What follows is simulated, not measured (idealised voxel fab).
Presented below is a process module, voxel spacer lines.
It is cross-section cut that appears here, measuring 175 nm in width, its square cells being 5 nm in size.
If you're reading a cross-section in this doc, picture square cells in a grid; it comes to you as bands, top ones listed first down to the bottom, and a band can be one or more rows of cells.
It is stipulated that each band's entry specify, in nanometres, the height of the top of the band and then that of its bottom, followed by the materials of the band in left-to-right sequence, each together with its width in nanometres. A single material marked by the word "full width" is understood to fill the band from edge to edge; the word "air" is understood to denote empty space.
Note: height 0 marks the level under which the wafer is uniformly one material as received. Lowest band unbounded below, written "0 down".
Note: "30 to 40" means the width goes from the first number (top row of the band) to the second number (bottom row) in equal steps per row of cells.
What does "nothing changed" mean for a step? It means no cell of the cross-section changed in that step.
Each empty space that has no open way to the top and spans at least 8 cells appears under "Closed void register" as width x height at distance, the distance counted from the left edge, all in nm.
Note: text after step settings on the step line = simulator remark on that step.
"overlay nm" on a masked step: distance the mask lay right of its planned place, negative for left.

[Intended process steps]
1,RECEIVE, material Si
2,CONFORMAL_DEP, material Al2O3, thk nm 5
3,DIRECTIONAL_DEP, material SiN, thk nm 10
4,DIRECTIONAL_DEP, material polySi, thk nm 30
5,PATTERN, tone cover, mask id MANDREL, material resist, width nm 15, pitch nm 50, thk nm 35, overlay nm 0
6,DIRECTIONAL_ETCH, etch materials polySi, depth nm 30
7,STRIP, etch materials resist
8,CONFORMAL_DEP, material SiO2, thk nm 10
9,DIRECTIONAL_ETCH, etch materials SiO2, depth nm 10
10,STRIP, etch materials polySi
11,DIRECTIONAL_ETCH, etch materials SiN, depth nm 10
12,STRIP, etch materials SiO2
13,FILL_DEP, material SiO2, thk nm 5
14,CMP, height nm 15

[Incoming wafer in cross-section (state: after step 1)]
  0 down | Si full width
  Closed void register: none

[What the wafer looks like in cross-section after this module, when it starts as shown above and follows the plan above but one mistake is made in running it]
  15 to 5 | polySi full width
  5 to 0 | Al2O3 full width
  0 down | Si full width
  Closed void register: none
So what did we get wrong on this run? steps 3 and 4 of the plan were each performed in the slot designated for the other
